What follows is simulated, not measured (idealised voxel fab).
The following is a process module called voxel self aligned contacts.
Displayed cross-section: cut, width of 230 nm, square cells sized 5 nm.
Just so we're on the same page, the cross-sections are grids of square cells, and they're listed out in bands top to bottom, each band one or more rows deep.
Heights first: top, then bottom, in nm. Then materials, left to right, each with a width in nm. "all across" on a single material: fills the band edge to edge. "empty": empty space.
Ref level 0: as-received wafer is one material below here. Bottom band extends down with no lower bound ("from 0 down").
A two-number width, for instance "30..40", indicates that the width is equal to the first number in the top row of the band and to the second number in the bottom row, and that it changes by a constant amount per row of cells.
"remains unaltered", as given for a step, is the statement that not any cell of the cross-section underwent a change during that step.
What "Closed empty spaces" gives you is every empty space of 8 cells or more that is cut off from the top. Each appears as width x height at distance, with the distance taken from the left edge and width, height and distance all in nm.
Anything after a step's settings on that line? It's the simulator's own note about the step.
The setting "overlay nm" may be written on the line of a step. When the step uses a mask, the value reports how far to the right of the planned place the mask lay, and a negative value reports that it lay to the left.
Note: before/after cross-section pairs follow, one process step per pair, after-side truncated at the lowest changed band, step and settings given beneath. Different runs of this module on the same starting wafer may supply the pairs; a pair continues the one above only where the "Pre-step profile" entry says so.
## Pre-step profile
- from 95 to 65 | empty=75; resist=25; empty=25; resist=25; empty=80
- from 65 to 50 | aC all across
- from 50 to 30 | SiN all across
- from 30 to 0 | polySi all across
- from 0 to -15 | SiO2 all across
- from -15 down | Si all across
- Closed empty spaces: none
## Cut View, Post-Step
- from 80 to 65 | empty=75; resist=25; empty=25; resist=25; empty=80
- from 65 to 50 | empty=75; aC=25; empty=25; aC=25; empty=80
- Whatever lies below 50 is exactly as it was before.
- Closed empty spaces: none
The step that takes the structure from the upper cross-section to the lower one is DIRECTIONAL_ETCH, etch materials aC, depth nm 15
Pre-step profile: the state before this step is the cross-section shown after the step in the pair just above.
## Cut View, Post-Step
- from 65 to 50 | empty=75; aC=25; empty=25; aC=25; empty=80
- Whatever lies below 50 is exactly as it was before.
- Closed empty spaces: none
The step that takes the structure from the upper cross-section to the lower one is STRIP, etch materials resist
Pre-step profile: the state before this step is the cross-section shown after the step in the pair just above.
## Cut View, Post-Step
- from 65 to 50 | empty=75; aC=25; empty=25; aC=25; empty=80
- from 50 to 30 | empty=75; SiN=25; empty=25; SiN=25; empty=80
- Whatever lies below 30 is exactly as it was before.
- Closed empty spaces: none
The step that takes the structure from the upper cross-section to the lower one is DIRECTIONAL_ETCH, etch materials SiN, depth nm 20
Pre-step profile: the state before this step is the cross-section shown after the step in the pair just above.
## Cut View, Post-Step
- from 65 to 50 | empty=75; aC=25; empty=25; aC=25; empty=80
- from 50 to 30 | empty=75; SiN=25; empty=25; SiN=25; empty=80
- from 30 to 0 | empty=75; polySi=25; empty=25; polySi=25; empty=80
- Whatever lies below 0 is exactly as it was before.
- Closed empty spaces: none
The step that takes the structure from the upper cross-section to the lower one is DIRECTIONAL_ETCH, etch materials polySi, depth nm 30
Pre-step profile: the state before this step is the cross-section shown after the step in the pair just above.
## Cut View, Post-Step
- from 50 to 30 | empty=75; SiN=25; empty=25; SiN=25; empty=80
- Whatever lies below 30 is exactly as it was before.
- Closed empty spaces: none
The step that takes the structure from the upper cross-section to the lower one is STRIP, etch materials aC
Pre-step profile: the state before this step is the cross-section shown after the step in the pair just above.
## Cut View, Post-Step
- from 55 to 30 | empty=70; SiN=35; empty=15; SiN=35; empty=75
- from 30 to 5 | empty=70; SiN=5; polySi=25; SiN=5; empty=15; SiN=5; polySi=25; SiN=5; empty=75
- from 5 to 0 | SiN=75; polySi=25; SiN=25; polySi=25; SiN=80
- Whatever lies below 0 is exactly as it was before.
- Closed empty spaces: none
The step that takes the structure from the upper cross-section to the lower one is CONFORMAL_DEP, material SiN, thk nm 5
Pre-step profile: the state before this step is the cross-section shown after the step in the pair just above.
## Cut View, Post-Step
- from 50 to 30 | empty=70; SiN=35; empty=15; SiN=35; empty=75
- from 30 to 0 | empty=70; SiN=5; polySi=25; SiN=5; empty=15; SiN=5; polySi=25; SiN=5; empty=75
- Whatever lies below 0 is exactly as it was before.
- Closed empty spaces: none
The step that takes the structure from the upper cross-section to the lower one is DIRECTIONAL_ETCH, etch materials SiN, depth nm 5
Pre-step profile: the state before this step is the cross-section shown after the step in the pair just above.
## Cut View, Post-Step
- from 70 to 50 | SiO2 all across
- from 50 to 30 | SiO2=70; SiN=35; SiO2=15; SiN=35; SiO2=75
- from 30 to 0 | SiO2=70; SiN=5; polySi=25; SiN=5; SiO2=15; SiN=5; polySi=25; SiN=5; SiO2=75
- Whatever lies below 0 is exactly as it was before.
- Closed empty spaces: none
The step that takes the structure from the upper cross-section to the lower one is FILL_DEP, material SiO2, thk nm 20
Pre-step profile: the state before this step is the cross-section shown after the step in the pair just above.
## Cut View, Post-Step
- from 60 to 50 | SiO2 all across
- Whatever lies below 50 is exactly as it was before.
- Closed empty spaces: none
The step that takes the structure from the upper cross-section to the lower one is CMP, height nm 60
Pre-step profile: the state before this step is the cross-section shown after the step in the pair just above.
## Cut View, Post-Step
- from 75 to 60 | resist=95; empty=35; resist=100
- Whatever lies below 60 is exactly as it was before.
- Closed empty spaces: none
The step that takes the structure from the upper cross-section to the lower one is PATTERN, tone open, mask id CONTACT, material resist, width nm 35, thk nm 15, overlay nm 0
Pre-step profile: the state before this step is the cross-section shown after the step in the pair just above.
## Cut View, Post-Step
- from 75 to 60 | resist=95; empty=35; resist=100
- from 60 to 50 | SiO2=95; empty=35; SiO2=100
- from 50 to 30 | SiO2=70; SiN=35; empty=15; SiN=35; SiO2=75
- from 30 to 0 | SiO2=70; SiN=5; polySi=25; SiN=5; empty=15; SiN=5; polySi=25; SiN=5; SiO2=75
- from 0 to -5 | SiO2=105; empty=15; SiO2=110
- Whatever lies below -5 is exactly as it was before.
- Closed empty spaces: none
The step that takes the structure from the upper cross-section to the lower one is DIRECTIONAL_ETCH, etch materials SiO2, depth nm 65
Pre-step profile: the state before this step is the cross-section shown after the step in the pair just above.
## Cut View, Post-Step
- from 60 to 50 | SiO2=95; empty=35; SiO2=100
- Whatever lies below 50 is exactly as it was before.
- Closed empty spaces: none
The step that takes the structure from the upper cross-section to the lower one is STRIP, etch materials resist
Pre-step profile: the state before this step is the cross-section shown after the step in the pair just above.
## Cut View, Post-Step
- from 65 to 60 | TiN=100; empty=25; TiN=105
- from 60 to 50 | SiO2=95; TiN=5..15; empty=25..5; TiN=5..15; SiO2=100
- from 50 to 30 | SiO2=70; SiN=35; TiN=5; empty=5; TiN=5; SiN=35; SiO2=75
- from 30 to 0 | SiO2=70; SiN=5; polySi=25; SiN=5; TiN=5; empty=5; TiN=5; SiN=5; polySi=25; SiN=5; SiO2=75
- from 0 to -5 | SiO2=105; TiN=15; SiO2=110
- Whatever lies below -5 is exactly as it was before.
- Closed empty spaces: none
The step that takes the structure from the upper cross-section to the lower one is CONFORMAL_DEP, material TiN, thk nm 5
Pre-step profile: the state before this step is the cross-section shown after the step in the pair just above.
## Cut View, Post-Step
- from 70 to 65 | Ru all across
- from 65 to 60 | TiN=100; Ru=25; TiN=105
- from 60 to 50 | SiO2=95; TiN=5..15; Ru=25..5; TiN=5..15; SiO2=100
- from 50 to 30 | SiO2=70; SiN=35; TiN=5; Ru=5; TiN=5; SiN=35; SiO2=75
- from 30 to 0 | SiO2=70; SiN=5; polySi=25; SiN=5; TiN=5; Ru=5; TiN=5; SiN=5; polySi=25; SiN=5; SiO2=75
- Whatever lies below 0 is exactly as it was before.
- Closed empty spaces: none
The step that takes the structure from the upper cross-section to the lower one is FILL_DEP, material Ru, thk nm 5
Pre-step profile: the state before this step is the cross-section shown after the step in the pair just above.
## Cut View, Post-Step
- from 60 to 50 | SiO2=95; TiN=5..15; Ru=25..5; TiN=5..15; SiO2=100
- Whatever lies below 50 is exactly as it was before.
- Closed empty spaces: none
The step that takes the structure from the upper cross-section to the lower one is CMP, height nm 60
Pre-step profile: the state before this step is the cross-section shown after the step in the pair just above.
## Cut View, Post-Step
- from 65 to 60 | SiCN all across
- Whatever lies below 60 is exactly as it was before.
- Closed empty spaces: none
The step that takes the structure from the upper cross-section to the lower one is CONFORMAL_DEP, material SiCN, thk nm 5
## Pre-step profile
- from 60 to 50 | SiO2 all across
- from 50 to 30 | SiO2=70; SiN=35; SiO2=15; SiN=35; SiO2=75
- from 30 to 0 | SiO2=70; SiN=5; polySi=25; SiN=5; SiO2=15; SiN=5; polySi=25; SiN=5; SiO2=75
- from 0 to -5 | SiO2 all across
- from -5 down | Si all across
- Closed empty spaces: none
## Cut View, Post-Step
- from 75 to 60 | resist=100; empty=30; resist=100
- Whatever lies below 60 is exactly as it was before.
- Closed empty spaces: none
The step that takes the structure from the upper cross-section to the lower one is PATTERN, tone open, mask id CONTACT, material resist, width nm 30, thk nm 15, overlay nm 0
Pre-step profile: the state before this step is the cross-section shown after the step in the pair just above.
## Cut View, Post-Step
- from 75 to 60 | resist=100; empty=30; resist=100
- from 60 to 50 | SiO2=100; empty=30; SiO2=100
- from 50 to 30 | SiO2=70; SiN=35; empty=15; SiN=35; SiO2=75
- from 30 to 0 | SiO2=70; SiN=5; polySi=25; SiN=5; empty=15; SiN=5; polySi=25; SiN=5; SiO2=75
- from 0 to -5 | SiO2=105; empty=15; SiO2=110
- Whatever lies below -5 is exactly as it was before.
- Closed empty spaces: none
The step that takes the structure from the upper cross-section to the lower one is DIRECTIONAL_ETCH, etch materials SiO2, depth nm 65
Pre-step profile: the state before this step is the cross-section shown after the step in the pair just above.
## Cut View, Post-Step
- from 60 to 50 | SiO2=100; empty=30; SiO2=100
- Whatever lies below 50 is exactly as it was before.
- Closed empty spaces: none
The step that takes the structure from the upper cross-section to the lower one is STRIP, etch materials resist
Pre-step profile: the state before this step is the cross-section shown after the step in the pair just above.
## Cut View, Post-Step
- from 65 to 60 | TiN=105; empty=20; TiN=105
- from 60 to 50 | SiO2=100; TiN=5..10; empty=20..5; TiN=5..15; SiO2=100
- from 50 to 30 | SiO2=70; SiN=35; TiN=5; empty=5; TiN=5; SiN=35; SiO2=75
- from 30 to 0 | SiO2=70; SiN=5; polySi=25; SiN=5; TiN=5; empty=5; TiN=5; SiN=5; polySi=25; SiN=5; SiO2=75
- from 0 to -5 | SiO2=105; TiN=15; SiO2=110
- Whatever lies below -5 is exactly as it was before.
- Closed empty spaces: none
The step that takes the structure from the upper cross-section to the lower one is CONFORMAL_DEP, material TiN, thk nm 5
Pre-step profile: the state before this step is the cross-section shown after the step in the pair just above.
## Cut View, Post-Step
- from 70 to 65 | Ru all across
- from 65 to 60 | TiN=105; Ru=20; TiN=105
- from 60 to 50 | SiO2=100; TiN=5..10; Ru=20..5; TiN=5..15; SiO2=100
- from 50 to 30 | SiO2=70; SiN=35; TiN=5; Ru=5; TiN=5; SiN=35; SiO2=75
- from 30 to 0 | SiO2=70; SiN=5; polySi=25; SiN=5; TiN=5; Ru=5; TiN=5; SiN=5; polySi=25; SiN=5; SiO2=75
- Whatever lies below 0 is exactly as it was before.
- Closed empty spaces: none
The step that takes the structure from the upper cross-section to the lower one is FILL_DEP, material Ru, thk nm 5
Pre-step profile: the state before this step is the cross-section shown after the step in the pair just above.
## Cut View, Post-Step
- from 60 to 50 | SiO2=100; TiN=5..10; Ru=20..5; TiN=5..15; SiO2=100
- Whatever lies below 50 is exactly as it was before.
- Closed empty spaces: none
The step that takes the structure from the upper cross-section to the lower one is CMP, height nm 60
Pre-step profile: the state before this step is the cross-section shown after the step in the pair just above.
## Cut View, Post-Step
- from 65 to 60 | SiCN all across
- Whatever lies below 60 is exactly as it was before.
- Closed empty spaces: none
The step that takes the structure from the upper cross-section to the lower one is CONFORMAL_DEP, material SiCN, thk nm 5
## Pre-step profile
- from 65 to 50 | aC all across
- from 50 to 30 | SiN all across
- from 30 to 0 | polySi all across
- from 0 to -5 | SiO2 all across
- from -5 down | Si all across
- Closed empty spaces: none
## Cut View, Post-Step
- from 95 to 65 | empty=85; resist=25; empty=25; resist=25; empty=70
- Whatever lies below 65 is exactly as it was before.
- Closed empty spaces: none
The step that takes the structure from the upper cross-section to the lower one is PATTERN, tone cover, mask id GATE, material resist, width nm 25, pitch nm 50, thk nm 30, overlay nm 10
Pre-step profile: the state before this step is the cross-section shown after the step in the pair just above.
## Cut View, Post-Step
- from 80 to 65 | empty=85; resist=25; empty=25; resist=25; empty=70
- from 65 to 50 | empty=85; aC=25; empty=25; aC=25; empty=70
- Whatever lies below 50 is exactly as it was before.
- Closed empty spaces: none
The step that takes the structure from the upper cross-section to the lower one is DIRECTIONAL_ETCH, etch materials aC, depth nm 15
Pre-step profile: the state before this step is the cross-section shown after the step in the pair just above.
## Cut View, Post-Step
- from 65 to 50 | empty=85; aC=25; empty=25; aC=25; empty=70
- Whatever lies below 50 is exactly as it was before.
- Closed empty spaces: none
The step that takes the structure from the upper cross-section to the lower one is STRIP, etch materials resist
Pre-step profile: the state before this step is the cross-section shown after the step in the pair just above.
## Cut View, Post-Step
- from 65 to 50 | empty=85; aC=25; empty=25; aC=25; empty=70
- from 50 to 30 | empty=85; SiN=25; empty=25; SiN=25; empty=70
- Whatever lies below 30 is exactly as it was before.
- Closed empty spaces: none
The step that takes the structure from the upper cross-section to the lower one is DIRECTIONAL_ETCH, etch materials SiN, depth nm 20
Pre-step profile: the state before this step is the cross-section shown after the step in the pair just above.
## Cut View, Post-Step
- from 65 to 50 | empty=85; aC=25; empty=25; aC=25; empty=70
- from 50 to 30 | empty=85; SiN=25; empty=25; SiN=25; empty=70
- from 30 to 0 | empty=85; polySi=25; empty=25; polySi=25; empty=70
- Whatever lies below 0 is exactly as it was before.
- Closed empty spaces: none
The step that takes the structure from the upper cross-section to the lower one is DIRECTIONAL_ETCH, etch materials polySi, depth nm 30
Pre-step profile: the state before this step is the cross-section shown after the step in the pair just above.
## Cut View, Post-Step
- from 50 to 30 | empty=85; SiN=25; empty=25; SiN=25; empty=70
- Whatever lies below 30 is exactly as it was before.
- Closed empty spaces: none
The step that takes the structure from the upper cross-section to the lower one is STRIP, etch materials aC
Pre-step profile: the state before this step is the cross-section shown after the step in the pair just above.
## Cut View, Post-Step
- from 55 to 30 | empty=80; SiN=35; empty=15; SiN=35; empty=65
- from 30 to 5 | empty=80; SiN=5; polySi=25; SiN=5; empty=15; SiN=5; polySi=25; SiN=5; empty=65
- from 5 to 0 | SiN=85; polySi=25; SiN=25; polySi=25; SiN=70
- Whatever lies below 0 is exactly as it was before.
- Closed empty spaces: none
The step that takes the structure from the upper cross-section to the lower one is CONFORMAL_DEP, material SiN, thk nm 5
Pre-step profile: the state before this step is the cross-section shown after the step in the pair just above.
## Cut View, Post-Step
- from 50 to 30 | empty=80; SiN=35; empty=15; SiN=35; empty=65
- from 30 to 0 | empty=80; SiN=5; polySi=25; SiN=5; empty=15; SiN=5; polySi=25; SiN=5; empty=65
- Whatever lies below 0 is exactly as it was before.
- Closed empty spaces: none
The step that takes the structure from the upper cross-section to the lower one is DIRECTIONAL_ETCH, etch materials SiN, depth nm 5
Pre-step profile: the state before this step is the cross-section shown after the step in the pair just above.
## Cut View, Post-Step
- from 70 to 50 | SiO2 all across
- from 50 to 30 | SiO2=80; SiN=35; SiO2=15; SiN=35; SiO2=65
- from 30 to 0 | SiO2=80; SiN=5; polySi=25; SiN=5; SiO2=15; SiN=5; polySi=25; SiN=5; SiO2=65
- Whatever lies below 0 is exactly as it was before.
- Closed empty spaces: none
The step that takes the structure from the upper cross-section to the lower one is FILL_DEP, material SiO2, thk nm 20
Pre-step profile: the state before this step is the cross-section shown after the step in the pair just above.
## Cut View, Post-Step
- from 60 to 50 | SiO2 all across
- Whatever lies below 50 is exactly as it was before.
- Closed empty spaces: none
The step that takes the structure from the upper cross-section to the lower one is CMP, height nm 60
Pre-step profile: the state before this step is the cross-section shown after the step in the pair just above.
## Cut View, Post-Step
- from 75 to 60 | resist=95; empty=35; resist=100
- Whatever lies below 60 is exactly as it was before.
- Closed empty spaces: none
The step that takes the structure from the upper cross-section to the lower one is PATTERN, tone open, mask id CONTACT, material resist, width nm 35, thk nm 15, overlay nm 0
Pre-step profile: the state before this step is the cross-section shown after the step in the pair just above.
## Cut View, Post-Step
- from 75 to 60 | resist=95; empty=35; resist=100
- from 60 to 50 | SiO2=95; empty=35; SiO2=100
- from 50 to 30 | SiO2=80; SiN=35; empty=15; SiN=35; SiO2=65
- from 30 to 0 | SiO2=80; SiN=5; polySi=25; SiN=5; empty=15; SiN=5; polySi=25; SiN=5; SiO2=65
- from 0 to -5 | SiO2=115; empty=15; SiO2=100
- Whatever lies below -5 is exactly as it was before.
- Closed empty spaces: none
The step that takes the structure from the upper cross-section to the lower one is DIRECTIONAL_ETCH, etch materials SiO2, depth nm 65
Pre-step profile: the state before this step is the cross-section shown after the step in the pair just above.
## Cut View, Post-Step
- from 60 to 50 | SiO2=95; empty=35; SiO2=100
- Whatever lies below 50 is exactly as it was before.
- Closed empty spaces: none
The step that takes the structure from the upper cross-section to the lower one is STRIP, etch materials resist
Pre-step profile: the state before this step is the cross-section shown after the step in the pair just above.
## Cut View, Post-Step
- from 65 to 60 | TiN=100; empty=25; TiN=105
- from 60 to 50 | SiO2=95; TiN=5..25; empty=25..5; TiN=5; SiO2=100
- from 50 to 30 | SiO2=80; SiN=35; TiN=5; empty=5; TiN=5; SiN=35; SiO2=65
- from 30 to 0 | SiO2=80; SiN=5; polySi=25; SiN=5; TiN=5; empty=5; TiN=5; SiN=5; polySi=25; SiN=5; SiO2=65
- from 0 to -5 | SiO2=115; TiN=15; SiO2=100
- Whatever lies below -5 is exactly as it was before.
- Closed empty spaces: none
The step that takes the structure from the upper cross-section to the lower one is CONFORMAL_DEP, material TiN, thk nm 5
Pre-step profile: the state before this step is the cross-section shown after the step in the pair just above.
## Cut View, Post-Step
- from 70 to 65 | Ru all across
- from 65 to 60 | TiN=100; Ru=25; TiN=105
- from 60 to 50 | SiO2=95; TiN=5..25; Ru=25..5; TiN=5; SiO2=100
- from 50 to 30 | SiO2=80; SiN=35; TiN=5; Ru=5; TiN=5; SiN=35; SiO2=65
- from 30 to 0 | SiO2=80; SiN=5; polySi=25; SiN=5; TiN=5; Ru=5; TiN=5; SiN=5; polySi=25; SiN=5; SiO2=65
- Whatever lies below 0 is exactly as it was before.
- Closed empty spaces: none
The step that takes the structure from the upper cross-section to the lower one is FILL_DEP, material Ru, thk nm 5
Pre-step profile: the state before this step is the cross-section shown after the step in the pair just above.
## Cut View, Post-Step
- from 60 to 50 | SiO2=95; TiN=5..25; Ru=25..5; TiN=5; SiO2=100
- Whatever lies below 50 is exactly as it was before.
- Closed empty spaces: none
The step that takes the structure from the upper cross-section to the lower one is CMP, height nm 60
Pre-step profile: the state before this step is the cross-section shown after the step in the pair just above.
## Cut View, Post-Step
- from 65 to 60 | SiCN all across
- Whatever lies below 60 is exactly as it was before.
- Closed empty spaces: none
The step that takes the structure from the upper cross-section to the lower one is CONFORMAL_DEP, material SiCN, thk nm 5
## Pre-step profile
- from 30 to 0 | polySi all across
- from 0 to -5 | SiO2 all across
- from -5 down | Si all across
- Closed empty spaces: none
## Cut View, Post-Step
- from 50 to 30 | SiO2 all across
- Whatever lies below 30 is exactly as it was before.
- Closed empty spaces: none
The step that takes the structure from the upper cross-section to the lower one is DIRECTIONAL_DEP, material SiO2, thk nm 20
Pre-step profile: the state before this step is the cross-section shown after the step in the pair just above.
## Cut View, Post-Step
- from 65 to 50 | aC all across
- Whatever lies below 50 is exactly as it was before.
- Closed empty spaces: none
The step that takes the structure from the upper cross-section to the lower one is DIRECTIONAL_DEP, material aC, thk nm 15
Pre-step profile: the state before this step is the cross-section shown after the step in the pair just above.
## Cut View, Post-Step
- from 95 to 65 | empty=75; resist=25; empty=25; resist=25; empty=80
- Whatever lies below 65 is exactly as it was before.
- Closed empty spaces: none
The step that takes the structure from the upper cross-section to the lower one is PATTERN, tone cover, mask id GATE, material resist, width nm 25, pitch nm 50, thk nm 30, overlay nm 0
Pre-step profile: the state before this step is the cross-section shown after the step in the pair just above.
## Cut View, Post-Step
- from 80 to 65 | empty=75; resist=25; empty=25; resist=25; empty=80
- from 65 to 50 | empty=75; aC=25; empty=25; aC=25; empty=80
- Whatever lies below 50 is exactly as it was before.
- Closed empty spaces: none
The step that takes the structure from the upper cross-section to the lower one is DIRECTIONAL_ETCH, etch materials aC, depth nm 15
Pre-step profile: the state before this step is the cross-section shown after the step in the pair just above.
## Cut View, Post-Step
- from 65 to 50 | empty=75; aC=25; empty=25; aC=25; empty=80
- Whatever lies below 50 is exactly as it was before.
- Closed empty spaces: none
The step that takes the structure from the upper cross-section to the lower one is STRIP, etch materials resist
Pre-step profile: the state before this step is the cross-section shown after the step in the pair just above.
## Cut View, Post-Step
- from 50 to 30 | SiO2 all across
- Whatever lies below 30 is exactly as it was before.
- Closed empty spaces: none
The step that takes the structure from the upper cross-section to the lower one is STRIP, etch materials aC
Pre-step profile: the state before this step is the cross-section shown after the step in the pair just above.
## Cut View, Post-Step
- from 55 to 50 | SiN all across
- Whatever lies below 50 is exactly as it was before.
- Closed empty spaces: none
The step that takes the structure from the upper cross-section to the lower one is CONFORMAL_DEP, material SiN, thk nm 5
Pre-step profile: the state before this step is the cross-section shown after the step in the pair just above.
## Cut View, Post-Step
- from 50 to 30 | SiO2 all across
- Whatever lies below 30 is exactly as it was before.
- Closed empty spaces: none
The step that takes the structure from the upper cross-section to the lower one is DIRECTIONAL_ETCH, etch materials SiN, depth nm 5
Pre-step profile: the state before this step is the cross-section shown after the step in the pair just above.
## Cut View, Post-Step
- from 70 to 30 | SiO2 all across
- Whatever lies below 30 is exactly as it was before.
- Closed empty spaces: none
The step that takes the structure from the upper cross-section to the lower one is FILL_DEP, material SiO2, thk nm 20
Pre-step profile: the state before this step is the cross-section shown after the step in the pair just above.
## Cut View, Post-Step
- from 60 to 30 | SiO2 all across
- Whatever lies below 30 is exactly as it was before.
- Closed empty spaces: none
The step that takes the structure from the upper cross-section to the lower one is CMP, height nm 60
Pre-step profile: the state before this step is the cross-section shown after the step in the pair just above.
## Cut View, Post-Step
- from 75 to 60 | resist=95; empty=35; resist=100
- Whatever lies below 60 is exactly as it was before.
- Closed empty spaces: none
The step that takes the structure from the upper cross-section to the lower one is PATTERN, tone open, mask id CONTACT, material resist, width nm 35, thk nm 15, overlay nm 0
Pre-step profile: the state before this step is the cross-section shown after the step in the pair just above.
## Cut View, Post-Step
- from 75 to 60 | resist=95; empty=35; resist=100
- from 60 to 30 | SiO2=95; empty=35; SiO2=100
- Whatever lies below 30 is exactly as it was before.
- Closed empty spaces: none
The step that takes the structure from the upper cross-section to the lower one is DIRECTIONAL_ETCH, etch materials SiO2, depth nm 65
Pre-step profile: the state before this step is the cross-section shown after the step in the pair just above.
## Cut View, Post-Step
- from 60 to 30 | SiO2=95; empty=35; SiO2=100
- Whatever lies below 30 is exactly as it was before.
- Closed empty spaces: none
The step that takes the structure from the upper cross-section to the lower one is STRIP, etch materials resist
Pre-step profile: the state before this step is the cross-section shown after the step in the pair just above.
## Cut View, Post-Step
- from 65 to 60 | TiN=100; empty=25; TiN=105
- from 60 to 35 | SiO2=95; TiN=5; empty=25; TiN=5; SiO2=100
- from 35 to 30 | SiO2=95; TiN=35; SiO2=100
- Whatever lies below 30 is exactly as it was before.
- Closed empty spaces: none
The step that takes the structure from the upper cross-section to the lower one is CONFORMAL_DEP, material TiN, thk nm 5
Pre-step profile: the state before this step is the cross-section shown after the step in the pair just above.
## Cut View, Post-Step
- from 70 to 65 | Ru all across
- from 65 to 60 | TiN=100; Ru=25; TiN=105
- from 60 to 35 | SiO2=95; TiN=5; Ru=25; TiN=5; SiO2=100
- Whatever lies below 35 is exactly as it was before.
- Closed empty spaces: none
The step that takes the structure from the upper cross-section to the lower one is FILL_DEP, material Ru, thk nm 5
Pre-step profile: the state before this step is the cross-section shown after the step in the pair just above.
## Cut View, Post-Step
- from 60 to 35 | SiO2=95; TiN=5; Ru=25; TiN=5; SiO2=100
- Whatever lies below 35 is exactly as it was before.
- Closed empty spaces: none
The step that takes the structure from the upper cross-section to the lower one is CMP, height nm 60
Pre-step profile: the state before this step is the cross-section shown after the step in the pair just above.
## Cut View, Post-Step
- from 65 to 60 | SiCN all across
- Whatever lies below 60 is exactly as it was before.
- Closed empty spaces: none
The step that takes the structure from the upper cross-section to the lower one is CONFORMAL_DEP, material SiCN, thk nm 5
## Pre-step profile
- from 60 to 50 | SiO2 all across
- from 50 to 30 | SiO2=70; SiN=35; SiO2=15; SiN=35; SiO2=75
- from 30 to 0 | SiO2=70; SiN=5; polySi=25; SiN=5; SiO2=15; SiN=5; polySi=25; SiN=5; SiO2=75
- from 0 to -5 | SiO2 all across
- from -5 down | Si all across
- Closed empty spaces: none
## Cut View, Post-Step
- from 75 to 60 | empty=95; resist=35; empty=100
- Whatever lies below 60 is exactly as it was before.
- Closed empty spaces: none
The step that takes the structure from the upper cross-section to the lower one is PATTERN, tone cover, mask id CONTACT, material resist, width nm 35, thk nm 15, overlay nm 0
Pre-step profile: the state before this step is the cross-section shown after the step in the pair just above.
## Cut View, Post-Step
- from 75 to 60 | empty=95; resist=35; empty=100
- from 60 to 50 | empty=95; SiO2=35; empty=100
- from 50 to 30 | empty=70; SiN=35; SiO2=15; SiN=35; empty=75
- from 30 to 0 | empty=70; SiN=5; polySi=25; SiN=5; SiO2=15; SiN=5; polySi=25; SiN=5; empty=75
- from 0 to -5 | empty=70; SiO2=85; empty=75
- Whatever lies below -5 is exactly as it was before.
- Closed empty spaces: none
The step that takes the structure from the upper cross-section to the lower one is DIRECTIONAL_ETCH, etch materials SiO2, depth nm 65
Pre-step profile: the state before this step is the cross-section shown after the step in the pair just above.
## Cut View, Post-Step
- from 60 to 50 | empty=95; SiO2=35; empty=100
- Whatever lies below 50 is exactly as it was before.
- Closed empty spaces: none
The step that takes the structure from the upper cross-section to the lower one is STRIP, etch materials resist
Pre-step profile: the state before this step is the cross-section shown after the step in the pair just above.
## Cut View, Post-Step
- from 65 to 60 | empty=90; TiN=45; empty=95
- from 60 to 50 | empty=90..65; TiN=5..30; SiO2=35; TiN=5..30; empty=95..70
- from 50 to 30 | empty=65; TiN=5; SiN=35; SiO2=15; SiN=35; TiN=5; empty=70
- from 30 to 0 | empty=65; TiN=5; SiN=5; polySi=25; SiN=5; SiO2=15; SiN=5; polySi=25; SiN=5; TiN=5; empty=70
- from 0 to -5 | TiN=70; SiO2=85; TiN=75
- Whatever lies below -5 is exactly as it was before.
- Closed empty spaces: none
The step that takes the structure from the upper cross-section to the lower one is CONFORMAL_DEP, material TiN, thk nm 5
Pre-step profile: the state before this step is the cross-section shown after the step in the pair just above.
## Cut View, Post-Step
- from 70 to 65 | Ru all across
- from 65 to 60 | Ru=90; TiN=45; Ru=95
- from 60 to 50 | Ru=90..65; TiN=5..30; SiO2=35; TiN=5..30; Ru=95..70
- from 50 to 30 | Ru=65; TiN=5; SiN=35; SiO2=15; SiN=35; TiN=5; Ru=70
- from 30 to 0 | Ru=65; TiN=5; SiN=5; polySi=25; SiN=5; SiO2=15; SiN=5; polySi=25; SiN=5; TiN=5; Ru=70
- Whatever lies below 0 is exactly as it was before.
- Closed empty spaces: none
The step that takes the structure from the upper cross-section to the lower one is FILL_DEP, material Ru, thk nm 5
Pre-step profile: the state before this step is the cross-section shown after the step in the pair just above.
## Cut View, Post-Step
- from 60 to 50 | Ru=90..65; TiN=5..30; SiO2=35; TiN=5..30; Ru=95..70
- Whatever lies below 50 is exactly as it was before.
- Closed empty spaces: none
The step that takes the structure from the upper cross-section to the lower one is CMP, height nm 60
Pre-step profile: the state before this step is the cross-section shown after the step in the pair just above.
## Cut View, Post-Step
- from 65 to 60 | SiCN all across
- Whatever lies below 60 is exactly as it was before.
- Closed empty spaces: none
The step that takes the structure from the upper cross-section to the lower one is CONFORMAL_DEP, material SiCN, thk nm 5
